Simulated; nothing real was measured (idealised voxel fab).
This section sets out a process module, namely voxel lift off.
We display cut, a cross-section 215 nm in width whose square cells are each 5 nm.
When this document writes out a cross-section, it uses a grid of square cells and lists it as bands, beginning at the top and moving down, with a band standing for one or more rows of cells. The entry gives the band's vertical extent as a top height and a bottom height in nm, then its horizontal make-up as materials from left to right, each with a width in nm. "blank" stands for empty space; a single material marked "full width" fills the band edge to edge. Counting heights begins at 0, where everything beneath is, in the wafer as received, one material. The lowest band has no bottom; it goes on downwards, as "0 -> down" shows. A width given as "30->40" starts at the first number in the band's top row and ends at the second number in its bottom row, shifting by an equal amount at every step from row to row. The designation "nothing changed", where it is given for a processing step, indicates that no cell of the cross-section was altered in the course of that step. The label "Trapped void list" introduces a list of the empty spaces, 8 cells or larger, that have no open way up to the top; each entry in it reads width x height at distance, where the distance is taken from the left edge and all three are stated in nm. That trailing text on a step's line, after the settings, is the simulator's own remark on the step. When a step includes a mask, the "overlay nm" setting on its line states how far to the right of its planned place that mask lay, and negative values state how far to the left.
THE PROCESS STEPS THAT WERE PLANNED ARE LISTED BELOW
| 1 | op RECEIVE | material Si |
| 2 | op CONFORMAL_DEP | material SiO2 | thk nm 5 |
| 3 | op PATTERN | tone open | mask id LINES | material resist | width nm 30 | pitch nm 45 | thk nm 25 | overlay nm 0 |
| 4 | op DIRECTIONAL_DEP | material Ru | thk nm 10 |
| 5 | op STRIP | etch materials resist |
| 6 | op CONFORMAL_DEP | material SiCN | thk nm 10 |
AS-RECEIVED STATE OF THE WAFER IN CROSS-SECTION, EQUIVALENT TO POST-STEP 1
    0 -> down | Si full width
    Trapped void list: none
LOOKING AT THE FIRST OF TWO WAFERS IN CROSS-SECTION AT END OF MODULE - RAN TO PLAN
    25 -> 15 | 15 blank, 185 SiCN, 15 blank
    15 -> 5 | 25 SiCN, 30 Ru, 15 SiCN, 30 Ru, 15 SiCN, 30 Ru, 15 SiCN, 30 Ru, 25 SiCN
    5 -> 0 | SiO2 full width
    0 -> down | Si full width
    Trapped void list: none
CROSS-SECTIONAL VIEW OF THE SECOND OF TWO WAFERS UPON COMPLETION OF THE MODULE. THIS WAFER SHARED ITS STARTING CONDITION AND PROCESS PLAN WITH THE FIRST; ONE ERROR WAS MADE DURING ITS EXECUTION
    25 -> 15 | 20 blank, 180 SiCN, 15 blank
    15 -> 5 | 30 SiCN, 25 Ru, 20 SiCN, 25 Ru, 20 SiCN, 25 Ru, 20 SiCN, 25 Ru, 25 SiCN
    5 -> 0 | SiO2 full width
    0 -> down | Si full width
    Trapped void list: none
what went wrong: step 3 ran differently from the plan; actual operation with settings: op PATTERN | tone open | mask id LINES | material resist | width nm 25 | pitch nm 45 | thk nm 25 | overlay nm 0
Heads up, by the end the second wafer has more or fewer cells of some materials compared to the first: 8 fewer of Ru; 6 more of SiCN
